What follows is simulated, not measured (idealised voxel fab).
The following is a process module called voxel ribs on slabs.
270 nm wide, 5 nm square cells: that's cross-section cut.
Cross-sections here: square-cell grids, written as top-down lists of bands, a band being one or more rows of cells. Top, bottom (nm), then materials left to right with widths (nm); lone material tagged "everywhere" fills the whole band edge to edge; "empty" = empty space. Where do heights start? At 0: under that level the wafer as delivered is made of one material only. And the lowest band has no floor; it just carries on downward, as in "from 0 down". Width spec "30->40" -> top row of cells at first value, bottom row at second value, equal per-row change in between. Step note "no change" = no cross-section cell changed. "Closed cavity list" enumerates empty spaces isolated from the top, with no open way to it, that contain at least 8 cells, giving each as width x height at distance from the left edge, all three in nm. On each step's line, the part that comes after the settings is the simulator's own comment on the step. The optional step-line setting "overlay nm" applies to steps with a mask and quantifies how far to the right of its planned location the mask lay, a negative value indicating leftward placement.
**So here's the lineup of process steps we planned**
step 1: RECEIVE (material Si)
step 2: DIRECTIONAL_DEP (material SiO2; thk nm 20)
step 3: DIRECTIONAL_DEP (material polySi; thk nm 15)
step 4: MASKED_ETCH (tone cover; mask id RIB; width nm 20; etch materials polySi; depth nm 5; overlay nm 0)
step 5: DIRECTIONAL_DEP (material aC; thk nm 10)
step 6: PATTERN (tone cover; mask id SLAB; material resist; width nm 50; thk nm 25; overlay nm 0)
step 7: DIRECTIONAL_ETCH (etch materials aC; depth nm 10)
step 8: STRIP (etch materials resist)
step 9: DIRECTIONAL_ETCH (etch materials polySi; depth nm 10)
step 10: STRIP (etch materials aC)
step 11: FILL_DEP (material SiO2; thk nm 25)
step 12: CMP (height nm 50)
step 13: DIRECTIONAL_DEP (material W; thk nm 5)
step 14: DIRECTIONAL_DEP (material aC; thk nm 10)
step 15: PATTERN (tone cover; mask id HEATER; material resist; width nm 30; thk nm 30; overlay nm 0)
step 16: DIRECTIONAL_ETCH (etch materials aC; depth nm 10)
step 17: STRIP (etch materials resist)
step 18: DIRECTIONAL_ETCH (etch materials W; depth nm 5)
step 19: STRIP (etch materials aC)
step 20: CONFORMAL_DEP (material SiN; thk nm 10)
**Delivered wafer in cross-section: state after step 1**
  from 0 down = Si everywhere
  Closed cavity list: none
**a wafer at the end: this start, this plan, one mistake**
  from 65 to 60 = 110 nm empty / 50 nm SiN / 110 nm empty
  from 60 to 55 = SiN everywhere
  from 55 to 50 = 120 nm SiN / 30 nm W / 120 nm SiN
  from 50 to 30 = SiO2 everywhere
  from 30 to 25 = 110 nm polySi / 50 nm SiO2 / 110 nm polySi
  from 25 to 20 = 110 nm polySi / 15 nm SiO2 / 20 nm polySi / 15 nm SiO2 / 110 nm polySi
  from 20 to 0 = SiO2 everywhere
  from 0 down = Si everywhere
  Closed cavity list: none
Run error: note that step 6 departed from the planned setting and was carried out as PATTERN (tone open; mask id SLAB; material resist; width nm 50; thk nm 25; overlay nm 0)
